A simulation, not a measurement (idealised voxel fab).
process module | voxel tone inversion
cross-section cut | 180 nm wide | cells 5 nm
A cross-section is a grid of square cells, given in bands from the top down. A band is one or more rows of cells.
Each band's line starts with the height of the band's top and of its bottom, in nm. Then come its materials from left to right, each with its width in nm. One material with "throughout" fills the band from edge to edge. "air" is empty space.
Height 0 is the level under which the wafer as received is all one material. The lowest band goes on downwards, as in "0 down".
A width such as "30 to 40" changes by the same amount from each row of cells to the next, from the band's top row to its bottom row.
"no change" after a step means that no cell of the cross-section changed.
closed voids: empty space of 8 cells or more with no open way to the top, each as width x height at its distance from the left edge, in nm
after a step's settings: what the simulator itself notes on the step
overlay nm, on a step with a mask: how far to the right of its planned place the mask lay; to the left if negative
plan
1 op RECEIVE | material Si
2 op CONFORMAL_DEP | material SiN | thk nm 5
3 op DIRECTIONAL_DEP | material aC | thk nm 15
4 op PATTERN | tone cover | mask id POSTS | material resist | width nm 15 | pitch nm 40 | thk nm 20 | overlay nm 0
5 op DIRECTIONAL_ETCH | etch materials aC | depth nm 15
6 op STRIP | etch materials resist
7 op FILL_DEP | material SiO2 | thk nm 5
8 op CMP | height nm 20
9 op STRIP | etch materials aC
first wafer, as planned
as received, after step 1
  0 down: Si throughout
  closed voids: none
after step 2
  5 to 0: SiN throughout
  below 0: unchanged
after step 3
  20 to 5: aC throughout
  below 5: unchanged
after step 4
  40 to 20: air 40 | resist 15 | air 25 | resist 15 | air 25 | resist 15 | air 45
  below 20: unchanged
after step 5
  25 to 20: air 40 | resist 15 | air 25 | resist 15 | air 25 | resist 15 | air 45
  20 to 5: air 40 | aC 15 | air 25 | aC 15 | air 25 | aC 15 | air 45
  below 5: unchanged
after step 6
  20 to 5: air 40 | aC 15 | air 25 | aC 15 | air 25 | aC 15 | air 45
  below 5: unchanged
after step 7
  25 to 20: SiO2 throughout
  20 to 5: SiO2 40 | aC 15 | SiO2 25 | aC 15 | SiO2 25 | aC 15 | SiO2 45
  below 5: unchanged
after step 8
  20 to 5: SiO2 40 | aC 15 | SiO2 25 | aC 15 | SiO2 25 | aC 15 | SiO2 45
  below 5: unchanged
after step 9
  20 to 5: SiO2 40 | air 15 | SiO2 25 | air 15 | SiO2 25 | air 15 | SiO2 45
  below 5: unchanged
second wafer: like start, like plan, one mistake. Through step 3 it matches the first wafer
when step 4 should have ended
  40 to 20: air 50 | resist 15 | air 25 | resist 15 | air 25 | resist 15 | air 35
  below 20: unchanged
when step 5 should have ended
  25 to 20: air 50 | resist 15 | air 25 | resist 15 | air 25 | resist 15 | air 35
  20 to 5: air 50 | aC 15 | air 25 | aC 15 | air 25 | aC 15 | air 35
  below 5: unchanged
when step 6 should have ended
  20 to 5: air 50 | aC 15 | air 25 | aC 15 | air 25 | aC 15 | air 35
  below 5: unchanged
when step 7 should have ended
  25 to 20: SiO2 throughout
  20 to 5: SiO2 50 | aC 15 | SiO2 25 | aC 15 | SiO2 25 | aC 15 | SiO2 35
  below 5: unchanged
when step 8 should have ended
  20 to 5: SiO2 50 | aC 15 | SiO2 25 | aC 15 | SiO2 25 | aC 15 | SiO2 35
  below 5: unchanged
when step 9 should have ended
  20 to 5: SiO2 50 | air 15 | SiO2 25 | air 15 | SiO2 25 | air 15 | SiO2 35
  below 5: unchanged
what went wrong: step 4 ran as: op PATTERN | tone cover | mask id POSTS | material resist | width nm 15 | pitch nm 40 | thk nm 20 | overlay nm 10
at the end the second wafer has, in cells: as many of each material as the first, in other places
